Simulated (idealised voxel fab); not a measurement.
Herein follows the process module entitled voxel tone inversion.
Cross-sectional view cut (width: 145 nm; square cell size: 5 nm).
A cross-section is a grid of square cells, given in bands from the top down. A band is one or more rows of cells.
Within each band entry, the heights of the top and of the bottom of the band appear first, in that order and in nm; the materials of the band then follow from left to right, each with its corresponding width in nm. The designation "everywhere" on a single material indicates that it fills the band from edge to edge; the designation "empty" indicates empty space.
Measure heights from 0. That's the level where, below it, the as-received wafer is all one material. The lowest band is bottomless and extends downward; write it as in "0..down".
The notation "30->40" denotes a width that varies across the rows of cells in the band, beginning at the first number in the top row, finishing at the second number in the bottom row, and changing by an identical amount from each row to the next.
Reading "nothing different" for a step: not a cell of the cross-section changed in it.
Reported under the label "Closed cavity list" are the empty spaces having no open way to the top and comprising 8 cells or more; the notation for each is width x height at distance, in which the distance is measured from the left edge and all three values are in nm.
If you see something after the settings on a step's line, that's the simulator's own remark about that step.
Each step line may optionally specify "overlay nm", which for a step with a mask gives the rightward distance between the mask's planned place and where it lay, a negative value indicating the leftward direction.

### The planned process steps are enumerated hereunder
- 1: RECEIVE, material Si
- 2: CONFORMAL_DEP, material SiN, thk nm 10
- 3: DIRECTIONAL_DEP, material polySi, thk nm 15
- 4: PATTERN, tone cover, mask id POSTS, material resist, width nm 15, pitch nm 30, thk nm 25, overlay nm 0
- 5: DIRECTIONAL_ETCH, etch materials polySi, depth nm 15
- 6: STRIP, etch materials resist
- 7: FILL_DEP, material SiO2, thk nm 10
- 8: CMP, height nm 25
- 9: STRIP, etch materials polySi
- 10: CONFORMAL_DEP, material TiN, thk nm 5
- 11: FILL_DEP, material Ru, thk nm 10
- 12: CMP, height nm 25
- 13: CONFORMAL_DEP, material SiCN, thk nm 5

### Shown in cross-section is the wafer as received, that is, as it stands after step 1
- 0..down = Si everywhere
- Closed cavity list: none

### First of two wafers at the end of the module, shown in cross-section; run carried out as planned
- 30..25 = SiCN everywhere
- 25..15 = SiO2: 35, TiN: 5, Ru: 5, TiN: 5, SiO2: 15, TiN: 5, Ru: 5, TiN: 5, SiO2: 15, TiN: 5, Ru: 5, TiN: 5, SiO2: 35
- 15..10 = SiO2: 35, TiN: 15, SiO2: 15, TiN: 15, SiO2: 15, TiN: 15, SiO2: 35
- 10..0 = SiN everywhere
- 0..down = Si everywhere
- Closed cavity list: none

### This is the second of the two wafers, cross-sectioned at the end of the module; it started exactly like the first and was given the same plan, but it was run with one mistake
- 30..25 = SiCN everywhere
- 25..15 = SiO2: 30, TiN: 5, Ru: 5, TiN: 5, SiO2: 15, TiN: 5, Ru: 5, TiN: 5, SiO2: 15, TiN: 5, Ru: 5, TiN: 5, SiO2: 40
- 15..10 = SiO2: 30, TiN: 15, SiO2: 15, TiN: 15, SiO2: 15, TiN: 15, SiO2: 40
- 10..0 = SiN everywhere
- 0..down = Si everywhere
- Closed cavity list: none
Against the plan, the run slipped here: contrary to plan, step 4 was performed as PATTERN, tone cover, mask id POSTS, material resist, width nm 15, pitch nm 30, thk nm 25, overlay nm -5
At the end, each material covers as many cells on the second wafer as it does on the first, though the cells it covers are elsewhere.
